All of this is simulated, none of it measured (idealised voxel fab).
Process module in this document: voxel self aligned contacts
220 nm wide, 5 nm square cells: that's cross-section cut.
If you're reading a cross-section in this doc, picture square cells in a grid; it comes to you as bands, top ones listed first down to the bottom, and a band can be one or more rows of cells.
The band entry comprises the height of the band's top followed by the height of its bottom, expressed in nm, and subsequently the band's materials from left to right, each stated together with its width in nm. Where a single material is marked with the word "throughout", that material fills the band from edge to edge. The word "air" represents empty space.
All heights in this document are referenced to 0, defined as the level beneath which the wafer, as received, consists entirely of one material. The lowest band is not bounded below; it extends indefinitely downward and is written in the form "from 0 down".
You'd read "30->40" like this: the band's top row of cells is as wide as the first number, its bottom row is as wide as the second, and going down, every row changes width by the same amount as the row before did.
It should be understood that the words "all unchanged", when stated for a given step, signify that the cross-section underwent no change in any of its cells during that step.
"Closed internal cavities" lists enclosed empty spaces (at least 8 cells, no open path upward to the top), each as width x height at distance from the left edge, in nm.
What comes after the settings on a step's line is commentary from the simulator itself on that step.
overlay nm: right-of-plan distance of the mask on a masked step; negative values mean left-of-plan.

Planned process steps:
step 1: RECEIVE, material Si
step 2: CONFORMAL_DEP, material SiO2, thk nm 5
step 3: DIRECTIONAL_DEP, material polySi, thk nm 20
step 4: DIRECTIONAL_DEP, material SiN, thk nm 15
step 5: DIRECTIONAL_DEP, material aC, thk nm 15
step 6: PATTERN, tone cover, mask id GATE, material resist, width nm 30, pitch nm 65, thk nm 35, overlay nm 0
step 7: DIRECTIONAL_ETCH, etch materials aC, depth nm 15
step 8: STRIP, etch materials resist
step 9: DIRECTIONAL_ETCH, etch materials SiN, depth nm 15
step 10: DIRECTIONAL_ETCH, etch materials polySi, depth nm 20
step 11: STRIP, etch materials aC
step 12: CONFORMAL_DEP, material SiN, thk nm 5
step 13: DIRECTIONAL_ETCH, etch materials SiN, depth nm 5
step 14: FILL_DEP, material SiO2, thk nm 15
step 15: CMP, height nm 45
step 16: MASKED_ETCH, tone open, mask id CONTACT, width nm 45, etch materials SiO2, depth nm 45, overlay nm 0
step 17: CONFORMAL_DEP, material TiN, thk nm 5
step 18: FILL_DEP, material Ru, thk nm 10
step 19: CMP, height nm 45
step 20: CONFORMAL_DEP, material SiCN, thk nm 5

Of two wafers, the first: run according to plan:

Wafer cross-section on receipt, i.e. after step 1:
from 0 down: Si throughout
Closed internal cavities: none

So this is the wafer cross-section right after step 2:
from 5 to 0: SiO2 throughout
Whatever lies below 0 is exactly as it was before.

So this is the wafer cross-section right after step 3:
from 25 to 5: polySi throughout
Whatever lies below 5 is exactly as it was before.

So this is the wafer cross-section right after step 4:
from 40 to 25: SiN throughout
Whatever lies below 25 is exactly as it was before.

So this is the wafer cross-section right after step 5:
from 55 to 40: aC throughout
Whatever lies below 40 is exactly as it was before.

So this is the wafer cross-section right after step 6:
from 90 to 55: air (60), then resist (30), then air (35), then resist (30), then air (65)
Whatever lies below 55 is exactly as it was before.

So this is the wafer cross-section right after step 7:
from 75 to 55: air (60), then resist (30), then air (35), then resist (30), then air (65)
from 55 to 40: air (60), then aC (30), then air (35), then aC (30), then air (65)
Whatever lies below 40 is exactly as it was before.

So this is the wafer cross-section right after step 8:
from 55 to 40: air (60), then aC (30), then air (35), then aC (30), then air (65)
Whatever lies below 40 is exactly as it was before.

So this is the wafer cross-section right after step 9:
from 55 to 40: air (60), then aC (30), then air (35), then aC (30), then air (65)
from 40 to 25: air (60), then SiN (30), then air (35), then SiN (30), then air (65)
Whatever lies below 25 is exactly as it was before.

So this is the wafer cross-section right after step 10:
from 55 to 40: air (60), then aC (30), then air (35), then aC (30), then air (65)
from 40 to 25: air (60), then SiN (30), then air (35), then SiN (30), then air (65)
from 25 to 5: air (60), then polySi (30), then air (35), then polySi (30), then air (65)
Whatever lies below 5 is exactly as it was before.

So this is the wafer cross-section right after step 11:
from 40 to 25: air (60), then SiN (30), then air (35), then SiN (30), then air (65)
Whatever lies below 25 is exactly as it was before.

So this is the wafer cross-section right after step 12:
from 45 to 25: air (55), then SiN (40), then air (25), then SiN (40), then air (60)
from 25 to 10: air (55), then SiN (5), then polySi (30), then SiN (5), then air (25), then SiN (5), then polySi (30), then SiN (5), then air (60)
from 10 to 5: SiN (60), then polySi (30), then SiN (35), then polySi (30), then SiN (65)
Whatever lies below 5 is exactly as it was before.

So this is the wafer cross-section right after step 13:
from 40 to 25: air (55), then SiN (40), then air (25), then SiN (40), then air (60)
from 25 to 5: air (55), then SiN (5), then polySi (30), then SiN (5), then air (25), then SiN (5), then polySi (30), then SiN (5), then air (60)
Whatever lies below 5 is exactly as it was before.

So this is the wafer cross-section right after step 14:
from 55 to 40: SiO2 throughout
from 40 to 25: SiO2 (55), then SiN (40), then SiO2 (25), then SiN (40), then SiO2 (60)
from 25 to 5: SiO2 (55), then SiN (5), then polySi (30), then SiN (5), then SiO2 (25), then SiN (5), then polySi (30), then SiN (5), then SiO2 (60)
Whatever lies below 5 is exactly as it was before.

So this is the wafer cross-section right after step 15:
from 45 to 40: SiO2 throughout
Whatever lies below 40 is exactly as it was before.

So this is the wafer cross-section right after step 16:
from 45 to 40: SiO2 (85), then air (45), then SiO2 (90)
from 40 to 25: SiO2 (55), then SiN (40), then air (25), then SiN (40), then SiO2 (60)
from 25 to 5: SiO2 (55), then SiN (5), then polySi (30), then SiN (5), then air (25), then SiN (5), then polySi (30), then SiN (5), then SiO2 (60)
from 5 to 0: SiO2 (95), then air (25), then SiO2 (100)
Whatever lies below 0 is exactly as it was before.

So this is the wafer cross-section right after step 17:
from 50 to 45: TiN (90), then air (35), then TiN (95)
from 45 to 40: SiO2 (85), then TiN (15), then air (15), then TiN (15), then SiO2 (90)
from 40 to 25: SiO2 (55), then SiN (40), then TiN (5), then air (15), then TiN (5), then SiN (40), then SiO2 (60)
from 25 to 5: SiO2 (55), then SiN (5), then polySi (30), then SiN (5), then TiN (5), then air (15), then TiN (5), then SiN (5), then polySi (30), then SiN (5), then SiO2 (60)
from 5 to 0: SiO2 (95), then TiN (25), then SiO2 (100)
Whatever lies below 0 is exactly as it was before.

So this is the wafer cross-section right after step 18:
from 60 to 50: Ru throughout
from 50 to 45: TiN (90), then Ru (35), then TiN (95)
from 45 to 40: SiO2 (85), then TiN (15), then Ru (15), then TiN (15), then SiO2 (90)
from 40 to 25: SiO2 (55), then SiN (40), then TiN (5), then Ru (15), then TiN (5), then SiN (40), then SiO2 (60)
from 25 to 5: SiO2 (55), then SiN (5), then polySi (30), then SiN (5), then TiN (5), then Ru (15), then TiN (5), then SiN (5), then polySi (30), then SiN (5), then SiO2 (60)
Whatever lies below 5 is exactly as it was before.

So this is the wafer cross-section right after step 19:
from 45 to 40: SiO2 (85), then TiN (15), then Ru (15), then TiN (15), then SiO2 (90)
Whatever lies below 40 is exactly as it was before.

So this is the wafer cross-section right after step 20:
from 50 to 45: SiCN throughout
Whatever lies below 45 is exactly as it was before.

It is to be noted that the second wafer proceeded from the same initial state and according to the same plan as the first, although one mistake was committed in its execution; through step 14, inclusive, the two wafers share an identical history:

Cross-section of the second wafer at the time by which step 15 should have been completed according to the plan:
from 35 to 25: SiO2 (55), then SiN (40), then SiO2 (25), then SiN (40), then SiO2 (60)
Whatever lies below 25 is exactly as it was before.

Cross-section of the second wafer at the time by which step 16 should have been completed according to the plan:
from 35 to 25: SiO2 (55), then SiN (40), then air (25), then SiN (40), then SiO2 (60)
from 25 to 5: SiO2 (55), then SiN (5), then polySi (30), then SiN (5), then air (25), then SiN (5), then polySi (30), then SiN (5), then SiO2 (60)
from 5 to 0: SiO2 (95), then air (25), then SiO2 (100)
Whatever lies below 0 is exactly as it was before.

Cross-section of the second wafer at the time by which step 17 should have been completed according to the plan:
from 40 to 35: TiN (100), then air (15), then TiN (105)
from 35 to 25: SiO2 (55), then SiN (40), then TiN (5), then air (15), then TiN (5), then SiN (40), then SiO2 (60)
from 25 to 5: SiO2 (55), then SiN (5), then polySi (30), then SiN (5), then TiN (5), then air (15), then TiN (5), then SiN (5), then polySi (30), then SiN (5), then SiO2 (60)
from 5 to 0: SiO2 (95), then TiN (25), then SiO2 (100)
Whatever lies below 0 is exactly as it was before.

Cross-section of the second wafer at the time by which step 18 should have been completed according to the plan:
from 50 to 40: Ru throughout
from 40 to 35: TiN (100), then Ru (15), then TiN (105)
from 35 to 25: SiO2 (55), then SiN (40), then TiN (5), then Ru (15), then TiN (5), then SiN (40), then SiO2 (60)
from 25 to 5: SiO2 (55), then SiN (5), then polySi (30), then SiN (5), then TiN (5), then Ru (15), then TiN (5), then SiN (5), then polySi (30), then SiN (5), then SiO2 (60)
Whatever lies below 5 is exactly as it was before.

Cross-section of the second wafer at the time by which step 19 should have been completed according to the plan:
from 45 to 40: Ru throughout
Whatever lies below 40 is exactly as it was before.

Cross-section of the second wafer at the time by which step 20 should have been completed according to the plan:
from 50 to 45: SiCN throughout
Whatever lies below 45 is exactly as it was before.
Against the plan, the run slipped here: rather than as planned, step 15 actually ran as CMP, height nm 35
Counted in cells at the end, the second wafer holds more or fewer of these materials than the first: +41 Ru, -16 SiN, -58 SiO2, +33 TiN
